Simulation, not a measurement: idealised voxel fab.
process module | voxel plated lines
cross-section cut | 290 nm wide | cells 5 nm
A cross-section is a grid of square cells, given in bands from the top down. A band is one or more rows of cells.
Each band's line starts with the height of the band's top and of its bottom, in nm. Then come its materials from left to right, each with its width in nm. One material with "throughout" fills the band from edge to edge. "air" is empty space.
Height 0 is the level under which the wafer as received is all one material. The lowest band goes on downwards, as in "0 down".
A width such as "30 to 40" changes by the same amount from each row of cells to the next, from the band's top row to its bottom row.
"no change" after a step means that no cell of the cross-section changed.
closed voids: empty space of 8 cells or more with no open way to the top, each as width x height at its distance from the left edge, in nm
after a step's settings: what the simulator itself notes on the step
overlay nm, on a step with a mask: how far to the right of its planned place the mask lay; to the left if negative
plan
1 op RECEIVE | material Si
2 op CONFORMAL_DEP | material Al2O3 | thk nm 5
3 op DIRECTIONAL_DEP | material TiN | thk nm 5
4 op PATTERN | tone open | mask id LINES | material resist | width nm 30 | pitch nm 55 | thk nm 35 | overlay nm 0
5 op EPI | material Ru | thk nm 10
6 op EPI | material Ru | thk nm 5
7 op EPI | material Ru | thk nm 10
8 op STRIP | etch materials resist
9 op DIRECTIONAL_ETCH | etch materials TiN | depth nm 5
10 op CONFORMAL_DEP | material SiCN | thk nm 10
first wafer, as planned
as received, after step 1
  0 down: Si throughout
  closed voids: none
after step 2
  5 to 0: Al2O3 throughout
  below 0: unchanged
after step 3
  10 to 5: TiN throughout
  below 5: unchanged
after step 4
  45 to 10: resist 45 | air 30 | resist 25 | air 30 | resist 25 | air 30 | resist 25 | air 30 | resist 50
  below 10: unchanged
after step 5
  45 to 20: resist 45 | air 30 | resist 25 | air 30 | resist 25 | air 30 | resist 25 | air 30 | resist 50
  20 to 10: resist 45 | Ru 30 | resist 25 | Ru 30 | resist 25 | Ru 30 | resist 25 | Ru 30 | resist 50
  below 10: unchanged
after step 6
  45 to 25: resist 45 | air 30 | resist 25 | air 30 | resist 25 | air 30 | resist 25 | air 30 | resist 50
  25 to 10: resist 45 | Ru 30 | resist 25 | Ru 30 | resist 25 | Ru 30 | resist 25 | Ru 30 | resist 50
  below 10: unchanged
after step 7
  45 to 35: resist 45 | air 30 | resist 25 | air 30 | resist 25 | air 30 | resist 25 | air 30 | resist 50
  35 to 10: resist 45 | Ru 30 | resist 25 | Ru 30 | resist 25 | Ru 30 | resist 25 | Ru 30 | resist 50
  below 10: unchanged
after step 8
  35 to 10: air 45 | Ru 30 | air 25 | Ru 30 | air 25 | Ru 30 | air 25 | Ru 30 | air 50
  below 10: unchanged
after step 9
  35 to 10: air 45 | Ru 30 | air 25 | Ru 30 | air 25 | Ru 30 | air 25 | Ru 30 | air 50
  10 to 5: air 45 | TiN 30 | air 25 | TiN 30 | air 25 | TiN 30 | air 25 | TiN 30 | air 50
  below 5: unchanged
after step 10
  45 to 35: air 35 | SiCN 50 | air 5 | SiCN 50 | air 5 | SiCN 50 | air 5 | SiCN 50 | air 40
  35 to 15: air 35 | SiCN 10 | Ru 30 | SiCN 10 | air 5 | SiCN 10 | Ru 30 | SiCN 10 | air 5 | SiCN 10 | Ru 30 | SiCN 10 | air 5 | SiCN 10 | Ru 30 | SiCN 10 | air 40
  15 to 10: SiCN 45 | Ru 30 | SiCN 25 | Ru 30 | SiCN 25 | Ru 30 | SiCN 25 | Ru 30 | SiCN 50
  10 to 5: SiCN 45 | TiN 30 | SiCN 25 | TiN 30 | SiCN 25 | TiN 30 | SiCN 25 | TiN 30 | SiCN 50
  below 5: unchanged
second wafer: like start, like plan, one mistake. Through step 1 it matches the first wafer
when step 2 should have ended
  5 to 0: TiN throughout
  below 0: unchanged
when step 3 should have ended
  10 to 5: Al2O3 throughout
  below 5: unchanged
when step 4 should have ended
  45 to 10: resist 45 | air 30 | resist 25 | air 30 | resist 25 | air 30 | resist 25 | air 30 | resist 50
  below 10: unchanged
when step 5 should have ended: no change
when step 6 should have ended: no change
when step 7 should have ended: no change
when step 8 should have ended
  10 to 5: Al2O3 throughout
  below 5: unchanged
when step 9 should have ended: no change
when step 10 should have ended
  20 to 10: SiCN throughout
  below 10: unchanged
what went wrong: steps 2 and 3 were swapped
at the end the second wafer has, in cells: 120 fewer of Ru | 96 fewer of SiCN | 34 more of TiN
